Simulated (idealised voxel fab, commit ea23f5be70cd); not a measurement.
Herein follows the process module entitled voxel self aligned contacts.
Cross-section cut spans 300 nm and uses square cells 5 nm in size.
A cross-section is written here as square cells arranged in a grid, and it is given in bands from the top down, each band taking up one or more rows of cells.
The entry gives the band's vertical extent as a top height and a bottom height in nm, then its horizontal make-up as materials from left to right, each with a width in nm. "air" stands for empty space; a single material marked "everywhere" fills the band edge to edge.
Note: height 0 marks the level under which the wafer is uniformly one material as received. Lowest band unbounded below, written "top 0, no bottom".
A width given as "30->40" starts at the first number in the band's top row and ends at the second number in its bottom row, shifting by an equal amount at every step from row to row.
Where the words "nothing altered" appear for a step, the cross-section shows no cell changed by that step; every cell remained as before.
"Closed-off voids" lists enclosed empty spaces (at least 8 cells, no open path upward to the top), each as width x height at distance from the left edge, in nm.
The remark found on a step's line after its settings is issued by the simulator itself and pertains to that step.
overlay nm: mask right of planned place by this much (step with mask). Neg. = left.
-- Planned process steps
1,RECEIVE,material Si
2,OXIDIZE,depth nm 5
3,DIRECTIONAL_DEP,material polySi,thk nm 30
4,DIRECTIONAL_DEP,material SiN,thk nm 20
5,DIRECTIONAL_DEP,material aC,thk nm 10
6,PATTERN,tone cover,mask id GATE,material resist,width nm 30,pitch nm 65,thk nm 30,overlay nm 0
7,DIRECTIONAL_ETCH,etch materials aC,depth nm 10
8,STRIP,etch materials resist
9,DIRECTIONAL_ETCH,etch materials SiN,depth nm 20
10,DIRECTIONAL_ETCH,etch materials polySi,depth nm 30
11,STRIP,etch materials aC
12,CONFORMAL_DEP,material SiN,thk nm 5
13,DIRECTIONAL_ETCH,etch materials SiN,depth nm 5
14,FILL_DEP,material SiO2,thk nm 10
15,CMP,height nm 55
16,MASKED_ETCH,tone open,mask id CONTACT,width nm 45,pitch nm 65,etch materials SiO2,depth nm 60,overlay nm 0
17,CONFORMAL_DEP,material TiN,thk nm 5
18,FILL_DEP,material Ru,thk nm 10
19,CMP,height nm 55
20,CONFORMAL_DEP,material SiN,thk nm 5
-- Incoming wafer in cross-section (state: after step 1)
- top 0, no bottom | Si everywhere
- Closed-off voids: none
-- The first of two wafers, cross-sectioned at the end of the module, with the run proceeding as planned
- top 60, bottom 55 | SiN everywhere
- top 55, bottom 50 | SiO2 95 nm / TiN 15 nm / Ru 15 nm / TiN 15 nm / SiO2 20 nm / TiN 15 nm / Ru 15 nm / TiN 15 nm / SiO2 95 nm
- top 50, bottom 30 | SiO2 65 nm / SiN 40 nm / TiN 5 nm / Ru 15 nm / TiN 5 nm / SiN 40 nm / TiN 5 nm / Ru 15 nm / TiN 5 nm / SiN 40 nm / SiO2 65 nm
- top 30, bottom 0 | SiO2 65 nm / SiN 5 nm / polySi 30 nm / SiN 5 nm / TiN 5 nm / Ru 15 nm / TiN 5 nm / SiN 5 nm / polySi 30 nm / SiN 5 nm / TiN 5 nm / Ru 15 nm / TiN 5 nm / SiN 5 nm / polySi 30 nm / SiN 5 nm / SiO2 65 nm
- top 0, bottom -5 | SiO2 105 nm / TiN 25 nm / SiO2 40 nm / TiN 25 nm / SiO2 105 nm
- top -5, no bottom | Si everywhere
- Closed-off voids: none
-- Cross-section at end of module for the second wafer of two, which matched the first in starting point and plan and differed by one mistake in its processing
- top 60, bottom 55 | SiN everywhere
- top 55, bottom 50 | Ru 60 nm / TiN 35 nm / SiO2 45 nm / TiN 20 nm / SiO2 45 nm / TiN 35 nm / Ru 60 nm
- top 50, bottom 30 | Ru 60 nm / TiN 5 nm / SiN 40 nm / SiO2 25 nm / SiN 40 nm / SiO2 25 nm / SiN 40 nm / TiN 5 nm / Ru 60 nm
- top 30, bottom 0 | Ru 60 nm / TiN 5 nm / SiN 5 nm / polySi 30 nm / SiN 5 nm / SiO2 25 nm / SiN 5 nm / polySi 30 nm / SiN 5 nm / SiO2 25 nm / SiN 5 nm / polySi 30 nm / SiN 5 nm / TiN 5 nm / Ru 60 nm
- top 0, bottom -5 | TiN 65 nm / SiO2 170 nm / TiN 65 nm
- top -5, no bottom | Si everywhere
- Closed-off voids: none
Run error: contrary to plan, step 16 was performed as MASKED_ETCH,tone cover,mask id CONTACT,width nm 45,pitch nm 65,etch materials SiO2,depth nm 60,overlay nm 0
Final difference in cells, second wafer against first, listed per material as more or fewer: Ru +198 | SiO2 -200 | TiN +2
